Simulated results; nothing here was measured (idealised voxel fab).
Process module under the name voxel trench capacitor
Square cells of 5 nm make up the cross-section cut, whose width is 195 nm.
In this document a cross-section is written as a grid of square cells. It is given as a series of bands, listed from the top down, and a band is one or more rows of cells.
Top, bottom (nm), then materials left to right with widths (nm); lone material tagged "edge to edge" fills the whole band edge to edge; "air" = empty space.
Basically, 0 is our baseline, since under it the wafer straight out of the box is all one material. The bottom band has no lower end and keeps on going down, so it looks like "top 0, no bottom".
The two numbers in a width such as "30->40" mark its ends across the band: the first belongs to the top row of cells, the second to the bottom row, and from each row to the next the width moves by the same amount.
Take "all unchanged" at face value: in the step it is given for, the cross-section changed in none of its cells.
Under "Enclosed internal cavities" you'll find the enclosed gaps, the ones with no way out to the top, that are 8 cells or bigger; each reads width x height at distance, with distance counted from the left edge, everything in nm.
On each step's line, the part that comes after the settings is the simulator's own comment on the step.
On any step carrying a mask, the "overlay nm" setting, if present on the step's line, tells how far right of its planned place the mask lay; negative values point to the left.
Planned process steps:
1: RECEIVE, material Si
2: CONFORMAL_DEP, material SiN, thk nm 5
3: DIRECTIONAL_DEP, material aC, thk nm 15
4: PATTERN, tone open, mask id TRENCH, material resist, width nm 25, pitch nm 50, thk nm 30, overlay nm 0
5: DIRECTIONAL_ETCH, etch materials aC, depth nm 15
6: STRIP, etch materials resist
7: DIRECTIONAL_ETCH, etch materials SiN, depth nm 5
8: DIRECTIONAL_ETCH, etch materials Si, depth nm 40
9: STRIP, etch materials aC
10: CONFORMAL_DEP, material Al2O3, thk nm 5
11: CONFORMAL_DEP, material TiN, thk nm 5
12: FILL_DEP, material W, thk nm 10
13: CMP, height nm 5
As received, after step 1:
    top 0, no bottom | Si edge to edge
    Enclosed internal cavities: none
Post-module cross-section of the first of two wafers (run per plan):
    top 5, bottom 0 | SiN 35  Al2O3 5  TiN 5  W 5  TiN 5  Al2O3 5  SiN 25  Al2O3 5  TiN 5  W 5  TiN 5  Al2O3 5  SiN 25  Al2O3 5  TiN 5  W 5  TiN 5  Al2O3 5  SiN 35
    top 0, bottom -30 | Si 35  Al2O3 5  TiN 5  W 5  TiN 5  Al2O3 5  Si 25  Al2O3 5  TiN 5  W 5  TiN 5  Al2O3 5  Si 25  Al2O3 5  TiN 5  W 5  TiN 5  Al2O3 5  Si 35
    top -30, bottom -35 | Si 35  Al2O3 5  TiN 15  Al2O3 5  Si 25  Al2O3 5  TiN 15  Al2O3 5  Si 25  Al2O3 5  TiN 15  Al2O3 5  Si 35
    top -35, bottom -40 | Si 35  Al2O3 25  Si 25  Al2O3 25  Si 25  Al2O3 25  Si 35
    top -40, no bottom | Si edge to edge
    Enclosed internal cavities: none
This is the second of the two wafers, cross-sectioned at the end of the module; it started exactly like the first and was given the same plan, but it was run with one mistake:
    top 5, bottom 0 | SiN 35  TiN 5  Al2O3 5  W 5  Al2O3 5  TiN 5  SiN 25  TiN 5  Al2O3 5  W 5  Al2O3 5  TiN 5  SiN 25  TiN 5  Al2O3 5  W 5  Al2O3 5  TiN 5  SiN 35
    top 0, bottom -30 | Si 35  TiN 5  Al2O3 5  W 5  Al2O3 5  TiN 5  Si 25  TiN 5  Al2O3 5  W 5  Al2O3 5  TiN 5  Si 25  TiN 5  Al2O3 5  W 5  Al2O3 5  TiN 5  Si 35
    top -30, bottom -35 | Si 35  TiN 5  Al2O3 15  TiN 5  Si 25  TiN 5  Al2O3 15  TiN 5  Si 25  TiN 5  Al2O3 15  TiN 5  Si 35
    top -35, bottom -40 | Si 35  TiN 25  Si 25  TiN 25  Si 25  TiN 25  Si 35
    top -40, no bottom | Si edge to edge
    Enclosed internal cavities: none
Want to know what went wrong? steps 10 and 11 got flipped, so each one ran where the other should have
Materials where the second wafer ends with more or fewer cells than the first: 12 fewer of Al2O3; 12 more of TiN
